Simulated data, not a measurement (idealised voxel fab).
Herein follows the process module entitled voxel self aligned vias.
Shown is cross-section cut, with a width of 220 nm and square cells of size 5 nm.
Cross-sections here: square-cell grids, written as top-down lists of bands, a band being one or more rows of cells.
Band: top and bottom heights (nm) first, top before bottom; then materials from left to right, widths in nm. "everywhere" marks a sole material filling the band edge to edge. "empty" denotes empty space.
The reference from which all heights are counted is 0, the level beneath which the as-received wafer is entirely one material; the lowest band, having no lower bound, proceeds downward and is written after the example "0 -> down".
You'd read "30..40" like this: the band's top row of cells is as wide as the first number, its bottom row is as wide as the second, and going down, every row changes width by the same amount as the row before did.
No cell of the cross-section changed in a step that is given as "nothing changed".
Closed empty spaces (no open way to the top) of 8 cells or more are what "Catalogued sealed voids" lists, each as width x height at distance from the left edge, nm for all three.
That trailing text on a step's line, after the settings, is the simulator's own remark on the step.
overlay nm: right-of-plan distance of the mask on a masked step; negative values mean left-of-plan.
Intended process steps:
step 1: RECEIVE [material Si]
step 2: CONFORMAL_DEP [material SiO2] [thk nm 10]
step 3: CONFORMAL_DEP [material SiCN] [thk nm 5]
step 4: DIRECTIONAL_DEP [material SiO2] [thk nm 25]
step 5: PATTERN [tone open] [mask id LINES] [material resist] [width nm 20] [pitch nm 50] [thk nm 15] [overlay nm 0]
step 6: DIRECTIONAL_ETCH [etch materials SiO2] [depth nm 25]
step 7: STRIP [etch materials resist]
step 8: CONFORMAL_DEP [material TiN] [thk nm 5]
step 9: FILL_DEP [material W] [thk nm 10]
step 10: CMP [height nm 40]
step 11: SELECTIVE_ETCH [etch materials W Ru TiN] [depth nm 5]
step 12: FILL_DEP [material SiN] [thk nm 10]
step 13: CMP [height nm 40]
step 14: DIRECTIONAL_DEP [material SiO2] [thk nm 15]
step 15: MASKED_ETCH [tone open] [mask id VIAS] [width nm 30] [pitch nm 100] [etch materials SiO2] [depth nm 15] [overlay nm 0]
step 16: MASKED_ETCH [tone open] [mask id VIAS] [width nm 30] [pitch nm 100] [etch materials SiN] [depth nm 5] [overlay nm 0]
step 17: CONFORMAL_DEP [material TiN] [thk nm 5]
step 18: FILL_DEP [material Ru] [thk nm 10]
step 19: CMP [height nm 55]
step 20: CONFORMAL_DEP [material SiN] [thk nm 5]
First out of two wafers; run went to plan:
Incoming wafer, cross-sectional view, post step 1:
0 -> down | Si everywhere
Catalogued sealed voids: none
You're looking at a cross-section of the wafer after step 2:
10 -> 0 | SiO2 everywhere
Note: structure below 0 unchanged.
You're looking at a cross-section of the wafer after step 3:
15 -> 10 | SiCN everywhere
Note: structure below 10 unchanged.
You're looking at a cross-section of the wafer after step 4:
40 -> 15 | SiO2 everywhere
Note: structure below 15 unchanged.
You're looking at a cross-section of the wafer after step 5:
55 -> 40 | 50 resist, 20 empty, 30 resist, 20 empty, 30 resist, 20 empty, 50 resist
Note: structure below 40 unchanged.
You're looking at a cross-section of the wafer after step 6:
55 -> 40 | 50 resist, 20 empty, 30 resist, 20 empty, 30 resist, 20 empty, 50 resist
40 -> 15 | 50 SiO2, 20 empty, 30 SiO2, 20 empty, 30 SiO2, 20 empty, 50 SiO2
Note: structure below 15 unchanged.
You're looking at a cross-section of the wafer after step 7:
40 -> 15 | 50 SiO2, 20 empty, 30 SiO2, 20 empty, 30 SiO2, 20 empty, 50 SiO2
Note: structure below 15 unchanged.
You're looking at a cross-section of the wafer after step 8:
45 -> 40 | 55 TiN, 10 empty, 40 TiN, 10 empty, 40 TiN, 10 empty, 55 TiN
40 -> 20 | 50 SiO2, 5 TiN, 10 empty, 5 TiN, 30 SiO2, 5 TiN, 10 empty, 5 TiN, 30 SiO2, 5 TiN, 10 empty, 5 TiN, 50 SiO2
20 -> 15 | 50 SiO2, 20 TiN, 30 SiO2, 20 TiN, 30 SiO2, 20 TiN, 50 SiO2
Note: structure below 15 unchanged.
You're looking at a cross-section of the wafer after step 9:
55 -> 45 | W everywhere
45 -> 40 | 55 TiN, 10 W, 40 TiN, 10 W, 40 TiN, 10 W, 55 TiN
40 -> 20 | 50 SiO2, 5 TiN, 10 W, 5 TiN, 30 SiO2, 5 TiN, 10 W, 5 TiN, 30 SiO2, 5 TiN, 10 W, 5 TiN, 50 SiO2
Note: structure below 20 unchanged.
You're looking at a cross-section of the wafer after step 10:
40 -> 20 | 50 SiO2, 5 TiN, 10 W, 5 TiN, 30 SiO2, 5 TiN, 10 W, 5 TiN, 30 SiO2, 5 TiN, 10 W, 5 TiN, 50 SiO2
Note: structure below 20 unchanged.
You're looking at a cross-section of the wafer after step 11:
40 -> 35 | 50 SiO2, 20 empty, 30 SiO2, 20 empty, 30 SiO2, 20 empty, 50 SiO2
Note: structure below 35 unchanged.
You're looking at a cross-section of the wafer after step 12:
50 -> 40 | SiN everywhere
40 -> 35 | 50 SiO2, 20 SiN, 30 SiO2, 20 SiN, 30 SiO2, 20 SiN, 50 SiO2
Note: structure below 35 unchanged.
You're looking at a cross-section of the wafer after step 13:
40 -> 35 | 50 SiO2, 20 SiN, 30 SiO2, 20 SiN, 30 SiO2, 20 SiN, 50 SiO2
Note: structure below 35 unchanged.
You're looking at a cross-section of the wafer after step 14:
55 -> 40 | SiO2 everywhere
Note: structure below 40 unchanged.
You're looking at a cross-section of the wafer after step 15:
55 -> 40 | 45 SiO2, 30 empty, 70 SiO2, 30 empty, 45 SiO2
Note: structure below 40 unchanged.
You're looking at a cross-section of the wafer after step 16:
55 -> 40 | 45 SiO2, 30 empty, 70 SiO2, 30 empty, 45 SiO2
40 -> 35 | 50 SiO2, 20 empty, 30 SiO2, 20 SiN, 30 SiO2, 20 empty, 50 SiO2
Note: structure below 35 unchanged.
You're looking at a cross-section of the wafer after step 17:
60 -> 55 | 50 TiN, 20 empty, 80 TiN, 20 empty, 50 TiN
55 -> 45 | 45 SiO2, 5 TiN, 20 empty, 5 TiN, 70 SiO2, 5 TiN, 20 empty, 5 TiN, 45 SiO2
45 -> 40 | 45 SiO2, 10 TiN, 10 empty, 10 TiN, 70 SiO2, 10 TiN, 10 empty, 10 TiN, 45 SiO2
40 -> 35 | 50 SiO2, 20 TiN, 30 SiO2, 20 SiN, 30 SiO2, 20 TiN, 50 SiO2
Note: structure below 35 unchanged.
You're looking at a cross-section of the wafer after step 18:
70 -> 60 | Ru everywhere
60 -> 55 | 50 TiN, 20 Ru, 80 TiN, 20 Ru, 50 TiN
55 -> 45 | 45 SiO2, 5 TiN, 20 Ru, 5 TiN, 70 SiO2, 5 TiN, 20 Ru, 5 TiN, 45 SiO2
45 -> 40 | 45 SiO2, 10 TiN, 10 Ru, 10 TiN, 70 SiO2, 10 TiN, 10 Ru, 10 TiN, 45 SiO2
Note: structure below 40 unchanged.
You're looking at a cross-section of the wafer after step 19:
55 -> 45 | 45 SiO2, 5 TiN, 20 Ru, 5 TiN, 70 SiO2, 5 TiN, 20 Ru, 5 TiN, 45 SiO2
Note: structure below 45 unchanged.
You're looking at a cross-section of the wafer after step 20:
60 -> 55 | SiN everywhere
Note: structure below 55 unchanged.
Wafer two. Same start, same plan, one slip in execution. Same as wafer one through step 4, inclusive:
The second wafer in cross-section, at the planned close of step 5:
55 -> 40 | 55 resist, 20 empty, 30 resist, 20 empty, 30 resist, 20 empty, 45 resist
Note: structure below 40 unchanged.
The second wafer in cross-section, at the planned close of step 6:
55 -> 40 | 55 resist, 20 empty, 30 resist, 20 empty, 30 resist, 20 empty, 45 resist
40 -> 15 | 55 SiO2, 20 empty, 30 SiO2, 20 empty, 30 SiO2, 20 empty, 45 SiO2
Note: structure below 15 unchanged.
The second wafer in cross-section, at the planned close of step 7:
40 -> 15 | 55 SiO2, 20 empty, 30 SiO2, 20 empty, 30 SiO2, 20 empty, 45 SiO2
Note: structure below 15 unchanged.
The second wafer in cross-section, at the planned close of step 8:
45 -> 40 | 60 TiN, 10 empty, 40 TiN, 10 empty, 40 TiN, 10 empty, 50 TiN
40 -> 20 | 55 SiO2, 5 TiN, 10 empty, 5 TiN, 30 SiO2, 5 TiN, 10 empty, 5 TiN, 30 SiO2, 5 TiN, 10 empty, 5 TiN, 45 SiO2
20 -> 15 | 55 SiO2, 20 TiN, 30 SiO2, 20 TiN, 30 SiO2, 20 TiN, 45 SiO2
Note: structure below 15 unchanged.
The second wafer in cross-section, at the planned close of step 9:
55 -> 45 | W everywhere
45 -> 40 | 60 TiN, 10 W, 40 TiN, 10 W, 40 TiN, 10 W, 50 TiN
40 -> 20 | 55 SiO2, 5 TiN, 10 W, 5 TiN, 30 SiO2, 5 TiN, 10 W, 5 TiN, 30 SiO2, 5 TiN, 10 W, 5 TiN, 45 SiO2
Note: structure below 20 unchanged.
The second wafer in cross-section, at the planned close of step 10:
40 -> 20 | 55 SiO2, 5 TiN, 10 W, 5 TiN, 30 SiO2, 5 TiN, 10 W, 5 TiN, 30 SiO2, 5 TiN, 10 W, 5 TiN, 45 SiO2
Note: structure below 20 unchanged.
The second wafer in cross-section, at the planned close of step 11:
40 -> 35 | 55 SiO2, 20 empty, 30 SiO2, 20 empty, 30 SiO2, 20 empty, 45 SiO2
Note: structure below 35 unchanged.
The second wafer in cross-section, at the planned close of step 12:
50 -> 40 | SiN everywhere
40 -> 35 | 55 SiO2, 20 SiN, 30 SiO2, 20 SiN, 30 SiO2, 20 SiN, 45 SiO2
Note: structure below 35 unchanged.
The second wafer in cross-section, at the planned close of step 13:
40 -> 35 | 55 SiO2, 20 SiN, 30 SiO2, 20 SiN, 30 SiO2, 20 SiN, 45 SiO2
Note: structure below 35 unchanged.
The second wafer in cross-section, at the planned close of step 14:
55 -> 40 | SiO2 everywhere
Note: structure below 40 unchanged.
The second wafer in cross-section, at the planned close of step 15:
55 -> 40 | 45 SiO2, 30 empty, 70 SiO2, 30 empty, 45 SiO2
Note: structure below 40 unchanged.
The second wafer in cross-section, at the planned close of step 16:
55 -> 40 | 45 SiO2, 30 empty, 70 SiO2, 30 empty, 45 SiO2
40 -> 35 | 55 SiO2, 20 empty, 30 SiO2, 20 SiN, 30 SiO2, 20 empty, 45 SiO2
Note: structure below 35 unchanged.
The second wafer in cross-section, at the planned close of step 17:
60 -> 55 | 50 TiN, 20 empty, 80 TiN, 20 empty, 50 TiN
55 -> 45 | 45 SiO2, 5 TiN, 20 empty, 5 TiN, 70 SiO2, 5 TiN, 20 empty, 5 TiN, 45 SiO2
45 -> 40 | 45 SiO2, 15 TiN, 10 empty, 5 TiN, 70 SiO2, 15 TiN, 10 empty, 5 TiN, 45 SiO2
40 -> 35 | 55 SiO2, 20 TiN, 30 SiO2, 20 SiN, 30 SiO2, 20 TiN, 45 SiO2
Note: structure below 35 unchanged.
The second wafer in cross-section, at the planned close of step 18:
70 -> 60 | Ru everywhere
60 -> 55 | 50 TiN, 20 Ru, 80 TiN, 20 Ru, 50 TiN
55 -> 45 | 45 SiO2, 5 TiN, 20 Ru, 5 TiN, 70 SiO2, 5 TiN, 20 Ru, 5 TiN, 45 SiO2
45 -> 40 | 45 SiO2, 15 TiN, 10 Ru, 5 TiN, 70 SiO2, 15 TiN, 10 Ru, 5 TiN, 45 SiO2
Note: structure below 40 unchanged.
The second wafer in cross-section, at the planned close of step 19:
55 -> 45 | 45 SiO2, 5 TiN, 20 Ru, 5 TiN, 70 SiO2, 5 TiN, 20 Ru, 5 TiN, 45 SiO2
Note: structure below 45 unchanged.
The second wafer in cross-section, at the planned close of step 20:
60 -> 55 | SiN everywhere
Note: structure below 55 unchanged.
What was done differently from what was planned? step 5 went in with a setting other than planned; the actual run was PATTERN [tone open] [mask id LINES] [material resist] [width nm 20] [pitch nm 50] [thk nm 15] [overlay nm 5]
By the end, you'd get the same cell count for each material on either wafer, but the second wafer puts them somewhere else.
